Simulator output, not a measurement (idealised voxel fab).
Process module name: voxel tone inversion
For reference, the cross-section in this document is cut, with width 220 nm and square cells of 5 nm.
Square cells in a grid make up a cross-section in this document, and the grid is given as bands, listed from the top down, each one or more rows of cells. The entry gives the band's vertical extent as a top height and a bottom height in nm, then its horizontal make-up as materials from left to right, each with a width in nm. "blank" stands for empty space; a single material marked "edge to edge" fills the band edge to edge. Heights are measured from 0, the level below which the as-received wafer is all one material; the lowest band has no bottom and continues downward, written as in "0..down". Width "30 to 40": first value at the band's top row of cells, second value at its bottom row, equal change from row to row. Key: "no change occurred" - step with no changed cell in the cross-section. "Enclosed void entries" enumerates empty spaces isolated from the top, with no open way to it, that contain at least 8 cells, giving each as width x height at distance from the left edge, all three in nm. Formally, on a step line, whatever follows the settings is a remark that the simulator itself makes on the step. Each step line may optionally specify "overlay nm", which for a step with a mask gives the rightward distance between the mask's planned place and where it lay, a negative value indicating the leftward direction.
### Planned step list for the process
1: RECEIVE (material Si)
2: CONFORMAL_DEP (material SiCN; thk nm 10)
3: DIRECTIONAL_DEP (material aC; thk nm 15)
4: PATTERN (tone cover; mask id POSTS; material resist; width nm 15; pitch nm 55; thk nm 25; overlay nm 0)
5: DIRECTIONAL_ETCH (etch materials aC; depth nm 15)
6: STRIP (etch materials resist)
7: FILL_DEP (material lowk; thk nm 5)
8: CMP (height nm 25)
9: STRIP (etch materials aC)
10: CONFORMAL_DEP (material TiN; thk nm 5)
11: FILL_DEP (material Ru; thk nm 10)
12: CMP (height nm 25)
13: CONFORMAL_DEP (material SiN; thk nm 5)
What sets these wafers apart? The width nm at step 4. They all start alike, and the plan carries the first wafer's value.
### First of several wafers, received after step 1, in cross-section
0..down | Si edge to edge
Enclosed void entries: none
### Heads up, this table goes wafer by wafer. A row tells you, at the end of the module, how many cells of each material that wafer has put on (+) or dropped (-) since it was received, and then its closed voids
width nm 15; +6 Ru; +88 SiCN; +44 SiN; +21 TiN; +105 lowk; Enclosed void entries: none
width nm 20; +12 Ru; +88 SiCN; +44 SiN; +24 TiN; +96 lowk; Enclosed void entries: none
width nm 25; +18 Ru; +88 SiCN; +44 SiN; +27 TiN; +87 lowk; Enclosed void entries: none
width nm 30; +24 Ru; +88 SiCN; +44 SiN; +30 TiN; +78 lowk; Enclosed void entries: none
width nm 35; +30 Ru; +88 SiCN; +44 SiN; +33 TiN; +69 lowk; Enclosed void entries: none
width nm 40; +36 Ru; +88 SiCN; +44 SiN; +36 TiN; +60 lowk; Enclosed void entries: none
